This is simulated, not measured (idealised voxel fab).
process module | voxel self aligned vias
cross-section cut | 195 nm wide | cells 5 nm
A cross-section is a grid of square cells, given in bands from the top down. A band is one or more rows of cells.
Each band's line starts with the height of the band's top and of its bottom, in nm. Then come its materials from left to right, each with its width in nm. One material with "throughout" fills the band from edge to edge. "air" is empty space.
Height 0 is the level under which the wafer as received is all one material. The lowest band goes on downwards, as in "0 down".
A width such as "30 to 40" changes by the same amount from each row of cells to the next, from the band's top row to its bottom row.
"no change" after a step means that no cell of the cross-section changed.
closed voids: empty space of 8 cells or more with no open way to the top, each as width x height at its distance from the left edge, in nm
after a step's settings: what the simulator itself notes on the step
overlay nm, on a step with a mask: how far to the right of its planned place the mask lay; to the left if negative
plan
1 op RECEIVE | material Si
2 op CONFORMAL_DEP | material SiO2 | thk nm 15
3 op CONFORMAL_DEP | material SiCN | thk nm 5
4 op DIRECTIONAL_DEP | material SiO2 | thk nm 25
5 op MASKED_ETCH | tone open | mask id LINES | width nm 25 | pitch nm 65 | etch materials SiO2 | depth nm 25 | overlay nm 0
6 op CONFORMAL_DEP | material TiN | thk nm 5
7 op FILL_DEP | material Ru | thk nm 10
8 op CMP | height nm 45
9 op SELECTIVE_ETCH | etch materials W Ru TiN | depth nm 5
10 op FILL_DEP | material SiN | thk nm 5
11 op CMP | height nm 45
12 op DIRECTIONAL_DEP | material SiO2 | thk nm 15
13 op DIRECTIONAL_DEP | material aC | thk nm 10
14 op PATTERN | tone open | mask id VIAS | material resist | width nm 35 | thk nm 30 | overlay nm 0
15 op DIRECTIONAL_ETCH | etch materials aC | depth nm 10
16 op STRIP | etch materials resist
17 op DIRECTIONAL_ETCH | etch materials SiO2 | depth nm 15
18 op DIRECTIONAL_ETCH | etch materials SiN | depth nm 5
19 op STRIP | etch materials aC
20 op CONFORMAL_DEP | material TiN | thk nm 5
21 op FILL_DEP | material Ru | thk nm 10
22 op CMP | height nm 60
23 op CONFORMAL_DEP | material SiN | thk nm 5
as received, after step 1
  0 down: Si throughout
  closed voids: none
a wafer at the end: this start, this plan, one mistake
  65 to 60: SiN throughout
  60 to 50: SiO2 45 | TiN 5 | Ru 25 | TiN 5 | SiO2 115
  50 to 45: SiO2 45 | TiN 10 | Ru 15 | TiN 10 | SiO2 115
  45 to 40: SiO2 50 | TiN 25 | SiO2 40 | SiN 25 | SiO2 55
  40 to 35: SiO2 50 | TiN 25 | SiO2 40 | TiN 25 | SiO2 55
  35 to 30: SiCN throughout
  30 to 0: SiO2 throughout
  0 down: Si throughout
  closed voids: none
what went wrong: step 2 was run twice
